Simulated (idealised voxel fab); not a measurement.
voxel capacitor over wiring: a process module
cross-section cut | 240 nm wide | cells 5 nm
Cross-section = grid of square cells, listed top down in bands; band = one or more rows. Within each band entry, the heights of the top and of the bottom of the band appear first, in that order and in nm; the materials of the band then follow from left to right, each with its corresponding width in nm. The designation "full width" on a single material indicates that it fills the band from edge to edge; the designation "air" indicates empty space. Measure heights from 0. That's the level where, below it, the as-received wafer is all one material. The lowest band is bottomless and extends downward; write it as in "0..down". Width spec "30 to 40" -> top row of cells at first value, bottom row at second value, equal per-row change in between. Where a step carries "nothing altered", the cross-section came out of it unchanged, cell for cell. "Closed void catalog": empty spaces of 8 cells or more with no open way to the top, each given as width x height at distance, distance from the left edge, all in nm. Where a step's line continues beyond its settings, the continuation is a remark by the simulator itself on that step. "overlay nm" answers the question of how far to the right of plan the mask lay on a step that has a mask, and when it is negative the answer is to the left.

PROCESS STEPS - PLAN
- 1: RECEIVE, material Si
- 2: CONFORMAL_DEP, material SiO2, thk nm 10
- 3: CONFORMAL_DEP, material SiN, thk nm 5
- 4: DIRECTIONAL_DEP, material SiO2, thk nm 15
- 5: PATTERN, tone open, mask id METAL_1, material resist, width nm 30, pitch nm 80, thk nm 15, overlay nm 0
- 6: DIRECTIONAL_ETCH, etch materials SiO2, depth nm 15
- 7: DIRECTIONAL_ETCH, etch materials SiN, depth nm 5
- 8: STRIP, etch materials resist
- 9: CONFORMAL_DEP, material TiN, thk nm 5
- 10: FILL_DEP, material Cu, thk nm 5
- 11: CMP, height nm 30
- 12: EPI, material Ru, thk nm 5
- 13: FILL_DEP, material SiCN, thk nm 5
- 14: DIRECTIONAL_DEP, material SiO2, thk nm 15
- 15: DIRECTIONAL_DEP, material aC, thk nm 15
- 16: PATTERN, tone open, mask id PLUG_1, material resist, width nm 15, thk nm 30, overlay nm 0
- 17: DIRECTIONAL_ETCH, etch materials aC, depth nm 15
- 18: STRIP, etch materials resist
- 19: DIRECTIONAL_ETCH, etch materials SiO2, depth nm 15
- 20: DIRECTIONAL_ETCH, etch materials SiCN, depth nm 5
- 21: STRIP, etch materials aC
- 22: CONFORMAL_DEP, material TiN, thk nm 5
- 23: FILL_DEP, material W, thk nm 10
- 24: CMP, height nm 55
- 25: DIRECTIONAL_DEP, material TiN, thk nm 10
- 26: DIRECTIONAL_DEP, material Al2O3, thk nm 5
- 27: DIRECTIONAL_DEP, material TiN, thk nm 5
- 28: MASKED_ETCH, tone cover, mask id UPPER_PLATE, width nm 55, etch materials TiN, depth nm 5, overlay nm 0
- 29: MASKED_ETCH, tone cover, mask id UPPER_PLATE, width nm 55, etch materials Al2O3, depth nm 5, overlay nm 0
- 30: MASKED_ETCH, tone cover, mask id LOWER_PLATE, width nm 65, etch materials TiN, depth nm 10, overlay nm 0
- 31: FILL_DEP, material SiO2, thk nm 20
- 32: CMP, height nm 90
- 33: DIRECTIONAL_DEP, material aC, thk nm 15
- 34: PATTERN, tone open, mask id PLUG_2, material resist, width nm 15, thk nm 35, overlay nm 0
- 35: DIRECTIONAL_ETCH, etch materials aC, depth nm 15
- 36: STRIP, etch materials resist
- 37: DIRECTIONAL_ETCH, etch materials SiO2, depth nm 15
- 38: STRIP, etch materials aC
- 39: CONFORMAL_DEP, material TiN, thk nm 5
- 40: FILL_DEP, material Ru, thk nm 5
- 41: CMP, height nm 90
- 42: CONFORMAL_DEP, material SiN, thk nm 5

BELOW: THE FIRST OF TWO WAFERS, RUN AS PLANNED

WAFER CROSS-SECTION ON RECEIPT, I.E. AFTER STEP 1
  0..down = Si full width
  Closed void catalog: none

THE WAFER IN CROSS-SECTION ONCE STEP 2 IS COMPLETE
  10..0 = SiO2 full width
  At heights below 0, the structure remains unaltered.

THE WAFER IN CROSS-SECTION ONCE STEP 3 IS COMPLETE
  15..10 = SiN full width
  At heights below 10, the structure remains unaltered.

THE WAFER IN CROSS-SECTION ONCE STEP 4 IS COMPLETE
  30..15 = SiO2 full width
  At heights below 15, the structure remains unaltered.

THE WAFER IN CROSS-SECTION ONCE STEP 5 IS COMPLETE
  45..30 = resist: 65; air: 30; resist: 50; air: 30; resist: 65
  At heights below 30, the structure remains unaltered.

THE WAFER IN CROSS-SECTION ONCE STEP 6 IS COMPLETE
  45..30 = resist: 65; air: 30; resist: 50; air: 30; resist: 65
  30..15 = SiO2: 65; air: 30; SiO2: 50; air: 30; SiO2: 65
  At heights below 15, the structure remains unaltered.

THE WAFER IN CROSS-SECTION ONCE STEP 7 IS COMPLETE
  45..30 = resist: 65; air: 30; resist: 50; air: 30; resist: 65
  30..15 = SiO2: 65; air: 30; SiO2: 50; air: 30; SiO2: 65
  15..10 = SiN: 65; air: 30; SiN: 50; air: 30; SiN: 65
  At heights below 10, the structure remains unaltered.

THE WAFER IN CROSS-SECTION ONCE STEP 8 IS COMPLETE
  30..15 = SiO2: 65; air: 30; SiO2: 50; air: 30; SiO2: 65
  At heights below 15, the structure remains unaltered.

THE WAFER IN CROSS-SECTION ONCE STEP 9 IS COMPLETE
  35..30 = TiN: 70; air: 20; TiN: 60; air: 20; TiN: 70
  30..15 = SiO2: 65; TiN: 5; air: 20; TiN: 5; SiO2: 50; TiN: 5; air: 20; TiN: 5; SiO2: 65
  15..10 = SiN: 65; TiN: 30; SiN: 50; TiN: 30; SiN: 65
  At heights below 10, the structure remains unaltered.

THE WAFER IN CROSS-SECTION ONCE STEP 10 IS COMPLETE
  40..35 = Cu full width
  35..30 = TiN: 70; Cu: 20; TiN: 60; Cu: 20; TiN: 70
  30..15 = SiO2: 65; TiN: 5; Cu: 20; TiN: 5; SiO2: 50; TiN: 5; Cu: 20; TiN: 5; SiO2: 65
  At heights below 15, the structure remains unaltered.

THE WAFER IN CROSS-SECTION ONCE STEP 11 IS COMPLETE
  30..15 = SiO2: 65; TiN: 5; Cu: 20; TiN: 5; SiO2: 50; TiN: 5; Cu: 20; TiN: 5; SiO2: 65
  At heights below 15, the structure remains unaltered.

THE WAFER IN CROSS-SECTION ONCE STEP 12 IS COMPLETE
  35..30 = air: 60; Ru: 40; air: 40; Ru: 40; air: 60
  At heights below 30, the structure remains unaltered.

THE WAFER IN CROSS-SECTION ONCE STEP 13 IS COMPLETE
  40..35 = SiCN full width
  35..30 = SiCN: 60; Ru: 40; SiCN: 40; Ru: 40; SiCN: 60
  At heights below 30, the structure remains unaltered.

THE WAFER IN CROSS-SECTION ONCE STEP 14 IS COMPLETE
  55..40 = SiO2 full width
  At heights below 40, the structure remains unaltered.

THE WAFER IN CROSS-SECTION ONCE STEP 15 IS COMPLETE
  70..55 = aC full width
  At heights below 55, the structure remains unaltered.

THE WAFER IN CROSS-SECTION ONCE STEP 16 IS COMPLETE
  100..70 = resist: 80; air: 15; resist: 145
  At heights below 70, the structure remains unaltered.

THE WAFER IN CROSS-SECTION ONCE STEP 17 IS COMPLETE
  85..70 = resist: 80; air: 15; resist: 145
  70..55 = aC: 80; air: 15; aC: 145
  At heights below 55, the structure remains unaltered.

THE WAFER IN CROSS-SECTION ONCE STEP 18 IS COMPLETE
  70..55 = aC: 80; air: 15; aC: 145
  At heights below 55, the structure remains unaltered.

THE WAFER IN CROSS-SECTION ONCE STEP 19 IS COMPLETE
  70..55 = aC: 80; air: 15; aC: 145
  55..40 = SiO2: 80; air: 15; SiO2: 145
  At heights below 40, the structure remains unaltered.

THE WAFER IN CROSS-SECTION ONCE STEP 20 IS COMPLETE
  70..55 = aC: 80; air: 15; aC: 145
  55..40 = SiO2: 80; air: 15; SiO2: 145
  40..35 = SiCN: 80; air: 15; SiCN: 145
  At heights below 35, the structure remains unaltered.

THE WAFER IN CROSS-SECTION ONCE STEP 21 IS COMPLETE
  55..40 = SiO2: 80; air: 15; SiO2: 145
  At heights below 40, the structure remains unaltered.

THE WAFER IN CROSS-SECTION ONCE STEP 22 IS COMPLETE
  60..55 = TiN: 85; air: 5; TiN: 150
  55..40 = SiO2: 80; TiN: 5; air: 5; TiN: 5; SiO2: 145
  40..35 = SiCN: 80; TiN: 15; SiCN: 145
  At heights below 35, the structure remains unaltered.

THE WAFER IN CROSS-SECTION ONCE STEP 23 IS COMPLETE
  70..60 = W full width
  60..55 = TiN: 85; W: 5; TiN: 150
  55..40 = SiO2: 80; TiN: 5; W: 5; TiN: 5; SiO2: 145
  At heights below 40, the structure remains unaltered.

THE WAFER IN CROSS-SECTION ONCE STEP 24 IS COMPLETE
  55..40 = SiO2: 80; TiN: 5; W: 5; TiN: 5; SiO2: 145
  At heights below 40, the structure remains unaltered.

THE WAFER IN CROSS-SECTION ONCE STEP 25 IS COMPLETE
  65..55 = TiN full width
  At heights below 55, the structure remains unaltered.

THE WAFER IN CROSS-SECTION ONCE STEP 26 IS COMPLETE
  70..65 = Al2O3 full width
  At heights below 65, the structure remains unaltered.

THE WAFER IN CROSS-SECTION ONCE STEP 27 IS COMPLETE
  75..70 = TiN full width
  At heights below 70, the structure remains unaltered.

THE WAFER IN CROSS-SECTION ONCE STEP 28 IS COMPLETE
  75..70 = air: 80; TiN: 55; air: 105
  At heights below 70, the structure remains unaltered.

THE WAFER IN CROSS-SECTION ONCE STEP 29 IS COMPLETE
  75..70 = air: 80; TiN: 55; air: 105
  70..65 = air: 80; Al2O3: 55; air: 105
  At heights below 65, the structure remains unaltered.

THE WAFER IN CROSS-SECTION ONCE STEP 30 IS COMPLETE
  75..70 = air: 80; TiN: 55; air: 105
  70..65 = air: 80; Al2O3: 55; air: 105
  65..55 = air: 75; TiN: 65; air: 100
  At heights below 55, the structure remains unaltered.

THE WAFER IN CROSS-SECTION ONCE STEP 31 IS COMPLETE
  95..75 = SiO2 full width
  75..70 = SiO2: 80; TiN: 55; SiO2: 105
  70..65 = SiO2: 80; Al2O3: 55; SiO2: 105
  65..55 = SiO2: 75; TiN: 65; SiO2: 100
  At heights below 55, the structure remains unaltered.

THE WAFER IN CROSS-SECTION ONCE STEP 32 IS COMPLETE
  90..75 = SiO2 full width
  At heights below 75, the structure remains unaltered.

THE WAFER IN CROSS-SECTION ONCE STEP 33 IS COMPLETE
  105..90 = aC full width
  At heights below 90, the structure remains unaltered.

THE WAFER IN CROSS-SECTION ONCE STEP 34 IS COMPLETE
  140..105 = resist: 90; air: 15; resist: 135
  At heights below 105, the structure remains unaltered.

THE WAFER IN CROSS-SECTION ONCE STEP 35 IS COMPLETE
  125..105 = resist: 90; air: 15; resist: 135
  105..90 = aC: 90; air: 15; aC: 135
  At heights below 90, the structure remains unaltered.

THE WAFER IN CROSS-SECTION ONCE STEP 36 IS COMPLETE
  105..90 = aC: 90; air: 15; aC: 135
  At heights below 90, the structure remains unaltered.

THE WAFER IN CROSS-SECTION ONCE STEP 37 IS COMPLETE
  105..90 = aC: 90; air: 15; aC: 135
  90..75 = SiO2: 90; air: 15; SiO2: 135
  At heights below 75, the structure remains unaltered.

THE WAFER IN CROSS-SECTION ONCE STEP 38 IS COMPLETE
  90..75 = SiO2: 90; air: 15; SiO2: 135
  At heights below 75, the structure remains unaltered.

THE WAFER IN CROSS-SECTION ONCE STEP 39 IS COMPLETE
  95..90 = TiN: 95; air: 5; TiN: 140
  90..80 = SiO2: 90; TiN: 5; air: 5; TiN: 5; SiO2: 135
  80..70 = SiO2: 90 to 80; TiN: 15 to 55; SiO2: 135 to 105
  At heights below 70, the structure remains unaltered.

THE WAFER IN CROSS-SECTION ONCE STEP 40 IS COMPLETE
  100..95 = Ru full width
  95..90 = TiN: 95; Ru: 5; TiN: 140
  90..80 = SiO2: 90; TiN: 5; Ru: 5; TiN: 5; SiO2: 135
  At heights below 80, the structure remains unaltered.

THE WAFER IN CROSS-SECTION ONCE STEP 41 IS COMPLETE
  90..80 = SiO2: 90; TiN: 5; Ru: 5; TiN: 5; SiO2: 135
  At heights below 80, the structure remains unaltered.

THE WAFER IN CROSS-SECTION ONCE STEP 42 IS COMPLETE
  95..90 = SiN full width
  At heights below 90, the structure remains unaltered.

REGARDING THE SECOND OF THE TWO WAFERS: IT SHARED THE FIRST WAFER'S STARTING CONDITION AND PROCESS PLAN, YET ONE ERROR OCCURRED DURING ITS EXECUTION. ITS HISTORY COINCIDES WITH THAT OF THE FIRST WAFER UP TO AND INCLUDING STEP 25

CROSS-SECTION, SECOND WAFER, AT THE END TIME THE PLAN GIVES FOR STEP 26
  80..65 = Al2O3 full width
  At heights below 65, the structure remains unaltered.

CROSS-SECTION, SECOND WAFER, AT THE END TIME THE PLAN GIVES FOR STEP 27
  85..80 = TiN full width
  At heights below 80, the structure remains unaltered.

CROSS-SECTION, SECOND WAFER, AT THE END TIME THE PLAN GIVES FOR STEP 28
  85..80 = air: 80; TiN: 55; air: 105
  At heights below 80, the structure remains unaltered.

CROSS-SECTION, SECOND WAFER, AT THE END TIME THE PLAN GIVES FOR STEP 29
  85..80 = air: 80; TiN: 55; air: 105
  80..75 = air: 80; Al2O3: 55; air: 105
  At heights below 75, the structure remains unaltered.

Cross-section, second wafer, at the end time the plan gives for step 30: nothing altered

CROSS-SECTION, SECOND WAFER, AT THE END TIME THE PLAN GIVES FOR STEP 31
  105..85 = SiO2 full width
  85..80 = SiO2: 80; TiN: 55; SiO2: 105
  80..75 = SiO2: 80; Al2O3: 55; SiO2: 105
  At heights below 75, the structure remains unaltered.

CROSS-SECTION, SECOND WAFER, AT THE END TIME THE PLAN GIVES FOR STEP 32
  90..85 = SiO2 full width
  At heights below 85, the structure remains unaltered.

CROSS-SECTION, SECOND WAFER, AT THE END TIME THE PLAN GIVES FOR STEP 33
  105..90 = aC full width
  At heights below 90, the structure remains unaltered.

CROSS-SECTION, SECOND WAFER, AT THE END TIME THE PLAN GIVES FOR STEP 34
  140..105 = resist: 90; air: 15; resist: 135
  At heights below 105, the structure remains unaltered.

CROSS-SECTION, SECOND WAFER, AT THE END TIME THE PLAN GIVES FOR STEP 35
  125..105 = resist: 90; air: 15; resist: 135
  105..90 = aC: 90; air: 15; aC: 135
  At heights below 90, the structure remains unaltered.

CROSS-SECTION, SECOND WAFER, AT THE END TIME THE PLAN GIVES FOR STEP 36
  105..90 = aC: 90; air: 15; aC: 135
  At heights below 90, the structure remains unaltered.

CROSS-SECTION, SECOND WAFER, AT THE END TIME THE PLAN GIVES FOR STEP 37
  105..90 = aC: 90; air: 15; aC: 135
  90..85 = SiO2: 90; air: 15; SiO2: 135
  At heights below 85, the structure remains unaltered.

CROSS-SECTION, SECOND WAFER, AT THE END TIME THE PLAN GIVES FOR STEP 38
  90..85 = SiO2: 90; air: 15; SiO2: 135
  At heights below 85, the structure remains unaltered.

CROSS-SECTION, SECOND WAFER, AT THE END TIME THE PLAN GIVES FOR STEP 39
  95..90 = TiN: 95; air: 5; TiN: 140
  90..80 = SiO2: 90 to 80; TiN: 15 to 55; SiO2: 135 to 105
  At heights below 80, the structure remains unaltered.

CROSS-SECTION, SECOND WAFER, AT THE END TIME THE PLAN GIVES FOR STEP 40
  100..95 = Ru full width
  95..90 = TiN: 95; Ru: 5; TiN: 140
  At heights below 90, the structure remains unaltered.

CROSS-SECTION, SECOND WAFER, AT THE END TIME THE PLAN GIVES FOR STEP 41
  90..80 = SiO2: 90 to 80; TiN: 15 to 55; SiO2: 135 to 105
  At heights below 80, the structure remains unaltered.

CROSS-SECTION, SECOND WAFER, AT THE END TIME THE PLAN GIVES FOR STEP 42
  95..90 = SiN full width
  At heights below 90, the structure remains unaltered.
In executing the process, a mistake was made relative to the plan: step 26 did not use the planned setting and instead ran as DIRECTIONAL_DEP, material Al2O3, thk nm 15
Once processing is complete, comparing cell counts shows that the second wafer has more or fewer of certain materials than the first: Al2O3 +96, Ru -2, SiO2 -160, TiN +66
